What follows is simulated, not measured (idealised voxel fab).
process module | voxel self aligned contacts
cross-section cut | 270 nm wide | cells 5 nm
A cross-section is a grid of square cells, given in bands from the top down. A band is one or more rows of cells.
Each band's line starts with the height of the band's top and of its bottom, in nm. Then come its materials from left to right, each with its width in nm. One material with "throughout" fills the band from edge to edge. "air" is empty space.
Height 0 is the level under which the wafer as received is all one material. The lowest band goes on downwards, as in "0 down".
A width such as "30 to 40" changes by the same amount from each row of cells to the next, from the band's top row to its bottom row.
"no change" after a step means that no cell of the cross-section changed.
closed voids: empty space of 8 cells or more with no open way to the top, each as width x height at its distance from the left edge, in nm
after a step's settings: what the simulator itself notes on the step
overlay nm, on a step with a mask: how far to the right of its planned place the mask lay; to the left if negative
plan
1 op RECEIVE | material Si
2 op OXIDIZE | depth nm 5
3 op DIRECTIONAL_DEP | material polySi | thk nm 30
4 op DIRECTIONAL_DEP | material SiN | thk nm 15
5 op MASKED_ETCH | tone cover | mask id GATE | width nm 25 | pitch nm 55 | etch materials SiN | depth nm 15 | overlay nm 0
6 op MASKED_ETCH | tone cover | mask id GATE | width nm 25 | pitch nm 55 | etch materials polySi | depth nm 30 | overlay nm 0
7 op CONFORMAL_DEP | material SiN | thk nm 5
8 op DIRECTIONAL_ETCH | etch materials SiN | depth nm 5
9 op FILL_DEP | material SiO2 | thk nm 10
10 op CMP | height nm 50
11 op MASKED_ETCH | tone open | mask id CONTACT | width nm 40 | pitch nm 55 | etch materials SiO2 | depth nm 55 | overlay nm 0
12 op CONFORMAL_DEP | material TiN | thk nm 5
13 op FILL_DEP | material Ru | thk nm 10
14 op CMP | height nm 50
15 op CONFORMAL_DEP | material SiCN | thk nm 5
as received, after step 1
  0 down: Si throughout
  closed voids: none
a wafer at the end: this start, this plan, one mistake
  55 to 50: SiCN throughout
  50 to 45: SiO2 60 | SiN 35 | TiN 20 | SiN 35 | TiN 20 | SiN 35 | SiO2 65
  45 to 30: SiN throughout
  30 to 0: polySi throughout
  0 to -5: SiO2 throughout
  -5 down: Si throughout
  closed voids: none
what went wrong: step 4 was run twice
